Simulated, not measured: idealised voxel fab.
Process module heading - voxel wiring stack
Shown is cross-section cut, with a width of 220 nm and square cells of size 5 nm.
Each cross-section below is a grid of square cells, stated as bands in top-down order, with one or more rows of cells making up each band.
Heads up on the band format: heights come first, top then bottom, in nm. After that it's the materials left to right, each with its width in nm. A single material flagged "throughout" fills the whole band edge to edge, and "empty" means there's empty space there.
Where do heights start? At 0: under that level the wafer as delivered is made of one material only. And the lowest band has no floor; it just carries on downward, as in "0..down".
The width entry "30 to 40" should be interpreted row by row: the top row of cells in the band takes the first number, the bottom row takes the second number, and the change between adjacent rows is uniform throughout.
What does "no modification" mean for a step? It means no cell of the cross-section changed in that step.
Heads up: "Completely enclosed voids" only lists the empty pockets with no open path to the top that are 8 cells or more, and it writes them as width x height at distance, distance from the left edge, in nm.
Step line, after settings: the simulator's comment on this step.
If you see "overlay nm" on a step's line and that step has a mask, it's telling you how far right of where it was planned the mask ended up; a negative number means it went left instead.
### Process steps - plan
1,RECEIVE [material Si]
2,CONFORMAL_DEP [material SiO2] [thk nm 10]
3,DIRECTIONAL_DEP [material TiN] [thk nm 5]
4,DIRECTIONAL_DEP [material Ru] [thk nm 20]
5,DIRECTIONAL_DEP [material aC] [thk nm 15]
6,PATTERN [tone cover] [mask id METAL_1] [material resist] [width nm 20] [pitch nm 45] [thk nm 35] [overlay nm 0]
7,DIRECTIONAL_ETCH [etch materials aC] [depth nm 15]
8,STRIP [etch materials resist]
9,DIRECTIONAL_ETCH [etch materials Ru] [depth nm 20]
10,DIRECTIONAL_ETCH [etch materials TiN] [depth nm 5]
11,STRIP [etch materials aC]
12,CONFORMAL_DEP [material SiCN] [thk nm 5]
13,FILL_DEP [material lowk] [thk nm 5]
14,CMP [height nm 35]
15,CONFORMAL_DEP [material SiCN] [thk nm 5]
16,DIRECTIONAL_DEP [material lowk] [thk nm 15]
17,DIRECTIONAL_DEP [material aC] [thk nm 10]
18,PATTERN [tone open] [mask id PLUG_1] [material resist] [width nm 15] [pitch nm 45] [thk nm 25] [overlay nm 0]
19,DIRECTIONAL_ETCH [etch materials aC] [depth nm 10]
20,STRIP [etch materials resist]
21,DIRECTIONAL_ETCH [etch materials lowk] [depth nm 15]
22,DIRECTIONAL_ETCH [etch materials SiCN] [depth nm 5]
23,STRIP [etch materials aC]
24,EPI [material Ru] [thk nm 10]
25,EPI [material Ru] [thk nm 10]
26,DIRECTIONAL_DEP [material TiN] [thk nm 5]
27,DIRECTIONAL_DEP [material W] [thk nm 25]
28,DIRECTIONAL_DEP [material aC] [thk nm 15]
29,PATTERN [tone cover] [mask id METAL_2] [material resist] [width nm 20] [pitch nm 45] [thk nm 30] [overlay nm 0]
30,DIRECTIONAL_ETCH [etch materials aC] [depth nm 15]
31,STRIP [etch materials resist]
32,DIRECTIONAL_ETCH [etch materials W] [depth nm 25]
33,DIRECTIONAL_ETCH [etch materials TiN] [depth nm 5]
34,STRIP [etch materials aC]
35,FILL_DEP [material lowk] [thk nm 10]
36,CMP [height nm 85]
37,CONFORMAL_DEP [material SiCN] [thk nm 5]
38,DIRECTIONAL_DEP [material lowk] [thk nm 30]
39,PATTERN [tone open] [mask id METAL_3] [material resist] [width nm 20] [pitch nm 45] [thk nm 20] [overlay nm 0]
40,DIRECTIONAL_ETCH [etch materials lowk] [depth nm 15]
41,STRIP [etch materials resist]
42,MASKED_ETCH [tone open] [mask id METAL_3_HOLES] [width nm 15] [pitch nm 45] [etch materials lowk] [depth nm 15] [overlay nm 0]
43,MASKED_ETCH [tone open] [mask id METAL_3_HOLES] [width nm 15] [pitch nm 45] [etch materials SiCN] [depth nm 5] [overlay nm 0]
44,CONFORMAL_DEP [material TiN] [thk nm 5]
45,FILL_DEP [material Cu] [thk nm 5]
46,CMP [height nm 120]
47,CONFORMAL_DEP [material SiN] [thk nm 5]
### First wafer of two (run as planned)
### Delivered wafer in cross-section: state after step 1
    0..down | Si throughout
    Completely enclosed voids: none
### State of the wafer after step 2, shown in cross-section
    10..0 | SiO2 throughout
    For the remainder of the cross-section, below 0, there is no change.
### State of the wafer after step 3, shown in cross-section
    15..10 | TiN throughout
    For the remainder of the cross-section, below 10, there is no change.
### State of the wafer after step 4, shown in cross-section
    35..15 | Ru throughout
    For the remainder of the cross-section, below 15, there is no change.
### State of the wafer after step 5, shown in cross-section
    50..35 | aC throughout
    For the remainder of the cross-section, below 35, there is no change.
### State of the wafer after step 6, shown in cross-section
    85..50 | empty 75 nm  resist 20 nm  empty 25 nm  resist 20 nm  empty 80 nm
    For the remainder of the cross-section, below 50, there is no change.
### State of the wafer after step 7, shown in cross-section
    70..50 | empty 75 nm  resist 20 nm  empty 25 nm  resist 20 nm  empty 80 nm
    50..35 | empty 75 nm  aC 20 nm  empty 25 nm  aC 20 nm  empty 80 nm
    For the remainder of the cross-section, below 35, there is no change.
### State of the wafer after step 8, shown in cross-section
    50..35 | empty 75 nm  aC 20 nm  empty 25 nm  aC 20 nm  empty 80 nm
    For the remainder of the cross-section, below 35, there is no change.
### State of the wafer after step 9, shown in cross-section
    50..35 | empty 75 nm  aC 20 nm  empty 25 nm  aC 20 nm  empty 80 nm
    35..15 | empty 75 nm  Ru 20 nm  empty 25 nm  Ru 20 nm  empty 80 nm
    For the remainder of the cross-section, below 15, there is no change.
### State of the wafer after step 10, shown in cross-section
    50..35 | empty 75 nm  aC 20 nm  empty 25 nm  aC 20 nm  empty 80 nm
    35..15 | empty 75 nm  Ru 20 nm  empty 25 nm  Ru 20 nm  empty 80 nm
    15..10 | empty 75 nm  TiN 20 nm  empty 25 nm  TiN 20 nm  empty 80 nm
    For the remainder of the cross-section, below 10, there is no change.
### State of the wafer after step 11, shown in cross-section
    35..15 | empty 75 nm  Ru 20 nm  empty 25 nm  Ru 20 nm  empty 80 nm
    For the remainder of the cross-section, below 15, there is no change.
### State of the wafer after step 12, shown in cross-section
    40..35 | empty 70 nm  SiCN 30 nm  empty 15 nm  SiCN 30 nm  empty 75 nm
    35..15 | empty 70 nm  SiCN 5 nm  Ru 20 nm  SiCN 5 nm  empty 15 nm  SiCN 5 nm  Ru 20 nm  SiCN 5 nm  empty 75 nm
    15..10 | SiCN 75 nm  TiN 20 nm  SiCN 25 nm  TiN 20 nm  SiCN 80 nm
    For the remainder of the cross-section, below 10, there is no change.
### State of the wafer after step 13, shown in cross-section
    45..40 | lowk throughout
    40..35 | lowk 70 nm  SiCN 30 nm  lowk 15 nm  SiCN 30 nm  lowk 75 nm
    35..15 | lowk 70 nm  SiCN 5 nm  Ru 20 nm  SiCN 5 nm  lowk 15 nm  SiCN 5 nm  Ru 20 nm  SiCN 5 nm  lowk 75 nm
    For the remainder of the cross-section, below 15, there is no change.
### State of the wafer after step 14, shown in cross-section
    35..15 | lowk 70 nm  SiCN 5 nm  Ru 20 nm  SiCN 5 nm  lowk 15 nm  SiCN 5 nm  Ru 20 nm  SiCN 5 nm  lowk 75 nm
    For the remainder of the cross-section, below 15, there is no change.
### State of the wafer after step 15, shown in cross-section
    40..35 | SiCN throughout
    For the remainder of the cross-section, below 35, there is no change.
### State of the wafer after step 16, shown in cross-section
    55..40 | lowk throughout
    For the remainder of the cross-section, below 40, there is no change.
### State of the wafer after step 17, shown in cross-section
    65..55 | aC throughout
    For the remainder of the cross-section, below 55, there is no change.
### State of the wafer after step 18, shown in cross-section
    90..65 | resist 75 nm  empty 15 nm  resist 30 nm  empty 15 nm  resist 85 nm
    For the remainder of the cross-section, below 65, there is no change.
### State of the wafer after step 19, shown in cross-section
    80..65 | resist 75 nm  empty 15 nm  resist 30 nm  empty 15 nm  resist 85 nm
    65..55 | aC 75 nm  empty 15 nm  aC 30 nm  empty 15 nm  aC 85 nm
    For the remainder of the cross-section, below 55, there is no change.
### State of the wafer after step 20, shown in cross-section
    65..55 | aC 75 nm  empty 15 nm  aC 30 nm  empty 15 nm  aC 85 nm
    For the remainder of the cross-section, below 55, there is no change.
### State of the wafer after step 21, shown in cross-section
    65..55 | aC 75 nm  empty 15 nm  aC 30 nm  empty 15 nm  aC 85 nm
    55..40 | lowk 75 nm  empty 15 nm  lowk 30 nm  empty 15 nm  lowk 85 nm
    For the remainder of the cross-section, below 40, there is no change.
### State of the wafer after step 22, shown in cross-section
    65..55 | aC 75 nm  empty 15 nm  aC 30 nm  empty 15 nm  aC 85 nm
    55..40 | lowk 75 nm  empty 15 nm  lowk 30 nm  empty 15 nm  lowk 85 nm
    40..35 | SiCN 75 nm  empty 15 nm  SiCN 30 nm  empty 15 nm  SiCN 85 nm
    For the remainder of the cross-section, below 35, there is no change.
### State of the wafer after step 23, shown in cross-section
    55..40 | lowk 75 nm  empty 15 nm  lowk 30 nm  empty 15 nm  lowk 85 nm
    For the remainder of the cross-section, below 40, there is no change.
### State of the wafer after step 24, shown in cross-section
    55..45 | lowk 75 nm  empty 15 nm  lowk 30 nm  empty 15 nm  lowk 85 nm
    45..40 | lowk 75 nm  Ru 15 nm  lowk 30 nm  Ru 15 nm  lowk 85 nm
    40..35 | SiCN 75 nm  Ru 15 nm  SiCN 30 nm  Ru 15 nm  SiCN 85 nm
    For the remainder of the cross-section, below 35, there is no change.
### State of the wafer after step 25, shown in cross-section
    55..40 | lowk 75 nm  Ru 15 nm  lowk 30 nm  Ru 15 nm  lowk 85 nm
    For the remainder of the cross-section, below 40, there is no change.
### State of the wafer after step 26, shown in cross-section
    60..55 | TiN throughout
    For the remainder of the cross-section, below 55, there is no change.
### State of the wafer after step 27, shown in cross-section
    85..60 | W throughout
    For the remainder of the cross-section, below 60, there is no change.
### State of the wafer after step 28, shown in cross-section
    100..85 | aC throughout
    For the remainder of the cross-section, below 85, there is no change.
### State of the wafer after step 29, shown in cross-section
    130..100 | empty 75 nm  resist 20 nm  empty 25 nm  resist 20 nm  empty 80 nm
    For the remainder of the cross-section, below 100, there is no change.
### State of the wafer after step 30, shown in cross-section
    115..100 | empty 75 nm  resist 20 nm  empty 25 nm  resist 20 nm  empty 80 nm
    100..85 | empty 75 nm  aC 20 nm  empty 25 nm  aC 20 nm  empty 80 nm
    For the remainder of the cross-section, below 85, there is no change.
### State of the wafer after step 31, shown in cross-section
    100..85 | empty 75 nm  aC 20 nm  empty 25 nm  aC 20 nm  empty 80 nm
    For the remainder of the cross-section, below 85, there is no change.
### State of the wafer after step 32, shown in cross-section
    100..85 | empty 75 nm  aC 20 nm  empty 25 nm  aC 20 nm  empty 80 nm
    85..60 | empty 75 nm  W 20 nm  empty 25 nm  W 20 nm  empty 80 nm
    For the remainder of the cross-section, below 60, there is no change.
### State of the wafer after step 33, shown in cross-section
    100..85 | empty 75 nm  aC 20 nm  empty 25 nm  aC 20 nm  empty 80 nm
    85..60 | empty 75 nm  W 20 nm  empty 25 nm  W 20 nm  empty 80 nm
    60..55 | empty 75 nm  TiN 20 nm  empty 25 nm  TiN 20 nm  empty 80 nm
    For the remainder of the cross-section, below 55, there is no change.
### State of the wafer after step 34, shown in cross-section
    85..60 | empty 75 nm  W 20 nm  empty 25 nm  W 20 nm  empty 80 nm
    For the remainder of the cross-section, below 60, there is no change.
### State of the wafer after step 35, shown in cross-section
    95..85 | lowk throughout
    85..60 | lowk 75 nm  W 20 nm  lowk 25 nm  W 20 nm  lowk 80 nm
    60..55 | lowk 75 nm  TiN 20 nm  lowk 25 nm  TiN 20 nm  lowk 80 nm
    For the remainder of the cross-section, below 55, there is no change.
### State of the wafer after step 36, shown in cross-section
    85..60 | lowk 75 nm  W 20 nm  lowk 25 nm  W 20 nm  lowk 80 nm
    For the remainder of the cross-section, below 60, there is no change.
### State of the wafer after step 37, shown in cross-section
    90..85 | SiCN throughout
    For the remainder of the cross-section, below 85, there is no change.
### State of the wafer after step 38, shown in cross-section
    120..90 | lowk throughout
    For the remainder of the cross-section, below 90, there is no change.
### State of the wafer after step 39, shown in cross-section
    140..120 | resist 75 nm  empty 20 nm  resist 25 nm  empty 20 nm  resist 80 nm
    For the remainder of the cross-section, below 120, there is no change.
### State of the wafer after step 40, shown in cross-section
    140..120 | resist 75 nm  empty 20 nm  resist 25 nm  empty 20 nm  resist 80 nm
    120..105 | lowk 75 nm  empty 20 nm  lowk 25 nm  empty 20 nm  lowk 80 nm
    For the remainder of the cross-section, below 105, there is no change.
### State of the wafer after step 41, shown in cross-section
    120..105 | lowk 75 nm  empty 20 nm  lowk 25 nm  empty 20 nm  lowk 80 nm
    For the remainder of the cross-section, below 105, there is no change.
### State of the wafer after step 42, shown in cross-section
    120..105 | lowk 75 nm  empty 20 nm  lowk 25 nm  empty 20 nm  lowk 80 nm
    105..90 | lowk 75 nm  empty 15 nm  lowk 30 nm  empty 15 nm  lowk 85 nm
    For the remainder of the cross-section, below 90, there is no change.
### State of the wafer after step 43, shown in cross-section
    120..105 | lowk 75 nm  empty 20 nm  lowk 25 nm  empty 20 nm  lowk 80 nm
    105..90 | lowk 75 nm  empty 15 nm  lowk 30 nm  empty 15 nm  lowk 85 nm
    90..85 | SiCN 75 nm  empty 15 nm  SiCN 30 nm  empty 15 nm  SiCN 85 nm
    For the remainder of the cross-section, below 85, there is no change.
### State of the wafer after step 44, shown in cross-section
    125..120 | TiN 80 nm  empty 10 nm  TiN 35 nm  empty 10 nm  TiN 85 nm
    120..110 | lowk 75 nm  TiN 5 nm  empty 10 nm  TiN 5 nm  lowk 25 nm  TiN 5 nm  empty 10 nm  TiN 5 nm  lowk 80 nm
    110..105 | lowk 75 nm  TiN 5 nm  empty 5 nm  TiN 10 nm  lowk 25 nm  TiN 5 nm  empty 5 nm  TiN 10 nm  lowk 80 nm
    105..90 | lowk 75 nm  TiN 5 nm  empty 5 nm  TiN 5 nm  lowk 30 nm  TiN 5 nm  empty 5 nm  TiN 5 nm  lowk 85 nm
    90..85 | SiCN 75 nm  TiN 15 nm  SiCN 30 nm  TiN 15 nm  SiCN 85 nm
    For the remainder of the cross-section, below 85, there is no change.
### State of the wafer after step 45, shown in cross-section
    130..125 | Cu throughout
    125..120 | TiN 80 nm  Cu 10 nm  TiN 35 nm  Cu 10 nm  TiN 85 nm
    120..110 | lowk 75 nm  TiN 5 nm  Cu 10 nm  TiN 5 nm  lowk 25 nm  TiN 5 nm  Cu 10 nm  TiN 5 nm  lowk 80 nm
    110..105 | lowk 75 nm  TiN 5 nm  Cu 5 nm  TiN 10 nm  lowk 25 nm  TiN 5 nm  Cu 5 nm  TiN 10 nm  lowk 80 nm
    105..90 | lowk 75 nm  TiN 5 nm  Cu 5 nm  TiN 5 nm  lowk 30 nm  TiN 5 nm  Cu 5 nm  TiN 5 nm  lowk 85 nm
    For the remainder of the cross-section, below 90, there is no change.
### State of the wafer after step 46, shown in cross-section
    120..110 | lowk 75 nm  TiN 5 nm  Cu 10 nm  TiN 5 nm  lowk 25 nm  TiN 5 nm  Cu 10 nm  TiN 5 nm  lowk 80 nm
    For the remainder of the cross-section, below 110, there is no change.
### State of the wafer after step 47, shown in cross-section
    125..120 | SiN throughout
    For the remainder of the cross-section, below 120, there is no change.
### Wafer two. Identical start, identical plan. One mistake in execution. Identical history through step 3
### Second wafer: cross-section at the scheduled end of step 4
    35..15 | SiO2 throughout
    For the remainder of the cross-section, below 15, there is no change.
### Second wafer: cross-section at the scheduled end of step 5
    50..35 | aC throughout
    For the remainder of the cross-section, below 35, there is no change.
### Second wafer: cross-section at the scheduled end of step 6
    85..50 | empty 75 nm  resist 20 nm  empty 25 nm  resist 20 nm  empty 80 nm
    For the remainder of the cross-section, below 50, there is no change.
### Second wafer: cross-section at the scheduled end of step 7
    70..50 | empty 75 nm  resist 20 nm  empty 25 nm  resist 20 nm  empty 80 nm
    50..35 | empty 75 nm  aC 20 nm  empty 25 nm  aC 20 nm  empty 80 nm
    For the remainder of the cross-section, below 35, there is no change.
### Second wafer: cross-section at the scheduled end of step 8
    50..35 | empty 75 nm  aC 20 nm  empty 25 nm  aC 20 nm  empty 80 nm
    For the remainder of the cross-section, below 35, there is no change.
Second wafer: cross-section at the scheduled end of step 9: no modification
Second wafer: cross-section at the scheduled end of step 10: no modification
### Second wafer: cross-section at the scheduled end of step 11
    35..15 | SiO2 throughout
    For the remainder of the cross-section, below 15, there is no change.
### Second wafer: cross-section at the scheduled end of step 12
    40..35 | SiCN throughout
    For the remainder of the cross-section, below 35, there is no change.
### Second wafer: cross-section at the scheduled end of step 13
    45..40 | lowk throughout
    For the remainder of the cross-section, below 40, there is no change.
### Second wafer: cross-section at the scheduled end of step 14
    35..15 | SiO2 throughout
    For the remainder of the cross-section, below 15, there is no change.
### Second wafer: cross-section at the scheduled end of step 15
    40..35 | SiCN throughout
    For the remainder of the cross-section, below 35, there is no change.
### Second wafer: cross-section at the scheduled end of step 16
    55..40 | lowk throughout
    For the remainder of the cross-section, below 40, there is no change.
### Second wafer: cross-section at the scheduled end of step 17
    65..55 | aC throughout
    For the remainder of the cross-section, below 55, there is no change.
### Second wafer: cross-section at the scheduled end of step 18
    90..65 | resist 75 nm  empty 15 nm  resist 30 nm  empty 15 nm  resist 85 nm
    For the remainder of the cross-section, below 65, there is no change.
### Second wafer: cross-section at the scheduled end of step 19
    80..65 | resist 75 nm  empty 15 nm  resist 30 nm  empty 15 nm  resist 85 nm
    65..55 | aC 75 nm  empty 15 nm  aC 30 nm  empty 15 nm  aC 85 nm
    For the remainder of the cross-section, below 55, there is no change.
### Second wafer: cross-section at the scheduled end of step 20
    65..55 | aC 75 nm  empty 15 nm  aC 30 nm  empty 15 nm  aC 85 nm
    For the remainder of the cross-section, below 55, there is no change.
### Second wafer: cross-section at the scheduled end of step 21
    65..55 | aC 75 nm  empty 15 nm  aC 30 nm  empty 15 nm  aC 85 nm
    55..40 | lowk 75 nm  empty 15 nm  lowk 30 nm  empty 15 nm  lowk 85 nm
    For the remainder of the cross-section, below 40, there is no change.
### Second wafer: cross-section at the scheduled end of step 22
    65..55 | aC 75 nm  empty 15 nm  aC 30 nm  empty 15 nm  aC 85 nm
    55..40 | lowk 75 nm  empty 15 nm  lowk 30 nm  empty 15 nm  lowk 85 nm
    40..35 | SiCN 75 nm  empty 15 nm  SiCN 30 nm  empty 15 nm  SiCN 85 nm
    For the remainder of the cross-section, below 35, there is no change.
### Second wafer: cross-section at the scheduled end of step 23
    55..40 | lowk 75 nm  empty 15 nm  lowk 30 nm  empty 15 nm  lowk 85 nm
    For the remainder of the cross-section, below 40, there is no change.
Second wafer: cross-section at the scheduled end of step 24: no modification
Second wafer: cross-section at the scheduled end of step 25: no modification
### Second wafer: cross-section at the scheduled end of step 26
    60..55 | TiN 75 nm  empty 15 nm  TiN 30 nm  empty 15 nm  TiN 85 nm
    55..40 | lowk 75 nm  empty 15 nm  lowk 30 nm  empty 15 nm  lowk 85 nm
    40..35 | SiCN 75 nm  TiN 15 nm  SiCN 30 nm  TiN 15 nm  SiCN 85 nm
    For the remainder of the cross-section, below 35, there is no change.
### Second wafer: cross-section at the scheduled end of step 27
    85..65 | W 75 nm  empty 15 nm  W 30 nm  empty 15 nm  W 85 nm
    65..60 | W throughout
    60..55 | TiN 75 nm  W 15 nm  TiN 30 nm  W 15 nm  TiN 85 nm
    55..40 | lowk 75 nm  W 15 nm  lowk 30 nm  W 15 nm  lowk 85 nm
    For the remainder of the cross-section, below 40, there is no change.
### Second wafer: cross-section at the scheduled end of step 28
    100..85 | aC 75 nm  empty 15 nm  aC 30 nm  empty 15 nm  aC 85 nm
    85..80 | W 75 nm  empty 15 nm  W 30 nm  empty 15 nm  W 85 nm
    80..65 | W 75 nm  aC 15 nm  W 30 nm  aC 15 nm  W 85 nm
    For the remainder of the cross-section, below 65, there is no change.
### Second wafer: cross-section at the scheduled end of step 29
    130..100 | empty 75 nm  resist 20 nm  empty 25 nm  resist 20 nm  empty 80 nm
    100..85 | aC 75 nm  resist 15 nm  aC 30 nm  resist 15 nm  aC 85 nm
    85..80 | W 75 nm  resist 15 nm  W 30 nm  resist 15 nm  W 85 nm
    For the remainder of the cross-section, below 80, there is no change.
### Second wafer: cross-section at the scheduled end of step 30
    115..100 | empty 75 nm  resist 20 nm  empty 25 nm  resist 20 nm  empty 80 nm
    100..85 | empty 75 nm  resist 15 nm  aC 5 nm  empty 25 nm  resist 15 nm  aC 5 nm  empty 80 nm
    For the remainder of the cross-section, below 85, there is no change.
### Second wafer: cross-section at the scheduled end of step 31
    100..85 | empty 90 nm  aC 5 nm  empty 40 nm  aC 5 nm  empty 80 nm
    85..80 | W 75 nm  empty 15 nm  W 30 nm  empty 15 nm  W 85 nm
    For the remainder of the cross-section, below 80, there is no change.
### Second wafer: cross-section at the scheduled end of step 32
    100..85 | empty 90 nm  aC 5 nm  empty 40 nm  aC 5 nm  empty 80 nm
    85..80 | empty 90 nm  W 5 nm  empty 40 nm  W 5 nm  empty 80 nm
    80..65 | empty 75 nm  aC 15 nm  W 5 nm  empty 25 nm  aC 15 nm  W 5 nm  empty 80 nm
    65..60 | empty 75 nm  W 20 nm  empty 25 nm  W 20 nm  empty 80 nm
    For the remainder of the cross-section, below 60, there is no change.
### Second wafer: cross-section at the scheduled end of step 33
    100..85 | empty 90 nm  aC 5 nm  empty 40 nm  aC 5 nm  empty 80 nm
    85..80 | empty 90 nm  W 5 nm  empty 40 nm  W 5 nm  empty 80 nm
    80..65 | empty 75 nm  aC 15 nm  W 5 nm  empty 25 nm  aC 15 nm  W 5 nm  empty 80 nm
    65..60 | empty 75 nm  W 20 nm  empty 25 nm  W 20 nm  empty 80 nm
    60..55 | empty 75 nm  W 15 nm  TiN 5 nm  empty 25 nm  W 15 nm  TiN 5 nm  empty 80 nm
    For the remainder of the cross-section, below 55, there is no change.
### Second wafer: cross-section at the scheduled end of step 34
    85..65 | empty 90 nm  W 5 nm  empty 40 nm  W 5 nm  empty 80 nm
    For the remainder of the cross-section, below 65, there is no change.
### Second wafer: cross-section at the scheduled end of step 35
    95..85 | lowk throughout
    85..65 | lowk 90 nm  W 5 nm  lowk 40 nm  W 5 nm  lowk 80 nm
    65..60 | lowk 75 nm  W 20 nm  lowk 25 nm  W 20 nm  lowk 80 nm
    60..55 | lowk 75 nm  W 15 nm  TiN 5 nm  lowk 25 nm  W 15 nm  TiN 5 nm  lowk 80 nm
    For the remainder of the cross-section, below 55, there is no change.
### Second wafer: cross-section at the scheduled end of step 36
    85..65 | lowk 90 nm  W 5 nm  lowk 40 nm  W 5 nm  lowk 80 nm
    For the remainder of the cross-section, below 65, there is no change.
### Second wafer: cross-section at the scheduled end of step 37
    90..85 | SiCN throughout
    For the remainder of the cross-section, below 85, there is no change.
### Second wafer: cross-section at the scheduled end of step 38
    120..90 | lowk throughout
    For the remainder of the cross-section, below 90, there is no change.
### Second wafer: cross-section at the scheduled end of step 39
    140..120 | resist 75 nm  empty 20 nm  resist 25 nm  empty 20 nm  resist 80 nm
    For the remainder of the cross-section, below 120, there is no change.
### Second wafer: cross-section at the scheduled end of step 40
    140..120 | resist 75 nm  empty 20 nm  resist 25 nm  empty 20 nm  resist 80 nm
    120..105 | lowk 75 nm  empty 20 nm  lowk 25 nm  empty 20 nm  lowk 80 nm
    For the remainder of the cross-section, below 105, there is no change.
### Second wafer: cross-section at the scheduled end of step 41
    120..105 | lowk 75 nm  empty 20 nm  lowk 25 nm  empty 20 nm  lowk 80 nm
    For the remainder of the cross-section, below 105, there is no change.
### Second wafer: cross-section at the scheduled end of step 42
    120..105 | lowk 75 nm  empty 20 nm  lowk 25 nm  empty 20 nm  lowk 80 nm
    105..90 | lowk 75 nm  empty 15 nm  lowk 30 nm  empty 15 nm  lowk 85 nm
    For the remainder of the cross-section, below 90, there is no change.
### Second wafer: cross-section at the scheduled end of step 43
    120..105 | lowk 75 nm  empty 20 nm  lowk 25 nm  empty 20 nm  lowk 80 nm
    105..90 | lowk 75 nm  empty 15 nm  lowk 30 nm  empty 15 nm  lowk 85 nm
    90..85 | SiCN 75 nm  empty 15 nm  SiCN 30 nm  empty 15 nm  SiCN 85 nm
    For the remainder of the cross-section, below 85, there is no change.
### Second wafer: cross-section at the scheduled end of step 44
    125..120 | TiN 80 nm  empty 10 nm  TiN 35 nm  empty 10 nm  TiN 85 nm
    120..110 | lowk 75 nm  TiN 5 nm  empty 10 nm  TiN 5 nm  lowk 25 nm  TiN 5 nm  empty 10 nm  TiN 5 nm  lowk 80 nm
    110..105 | lowk 75 nm  TiN 5 nm  empty 5 nm  TiN 10 nm  lowk 25 nm  TiN 5 nm  empty 5 nm  TiN 10 nm  lowk 80 nm
    105..90 | lowk 75 nm  TiN 5 nm  empty 5 nm  TiN 5 nm  lowk 30 nm  TiN 5 nm  empty 5 nm  TiN 5 nm  lowk 85 nm
    90..85 | SiCN 75 nm  TiN 15 nm  SiCN 30 nm  TiN 15 nm  SiCN 85 nm
    For the remainder of the cross-section, below 85, there is no change.
### Second wafer: cross-section at the scheduled end of step 45
    130..125 | Cu throughout
    125..120 | TiN 80 nm  Cu 10 nm  TiN 35 nm  Cu 10 nm  TiN 85 nm
    120..110 | lowk 75 nm  TiN 5 nm  Cu 10 nm  TiN 5 nm  lowk 25 nm  TiN 5 nm  Cu 10 nm  TiN 5 nm  lowk 80 nm
    110..105 | lowk 75 nm  TiN 5 nm  Cu 5 nm  TiN 10 nm  lowk 25 nm  TiN 5 nm  Cu 5 nm  TiN 10 nm  lowk 80 nm
    105..90 | lowk 75 nm  TiN 5 nm  Cu 5 nm  TiN 5 nm  lowk 30 nm  TiN 5 nm  Cu 5 nm  TiN 5 nm  lowk 85 nm
    For the remainder of the cross-section, below 90, there is no change.
### Second wafer: cross-section at the scheduled end of step 46
    120..110 | lowk 75 nm  TiN 5 nm  Cu 10 nm  TiN 5 nm  lowk 25 nm  TiN 5 nm  Cu 10 nm  TiN 5 nm  lowk 80 nm
    For the remainder of the cross-section, below 110, there is no change.
### Second wafer: cross-section at the scheduled end of step 47
    125..120 | SiN throughout
    For the remainder of the cross-section, below 120, there is no change.
Nonconformance to the process plan: step 4 was not run as planned; what actually ran was DIRECTIONAL_DEP [material SiO2] [thk nm 20]
The final cell counts differ between the wafers, with the second having more or fewer of some materials than the first: -56 Ru, -52 SiCN, +176 SiO2, +36 TiN, -104 lowk
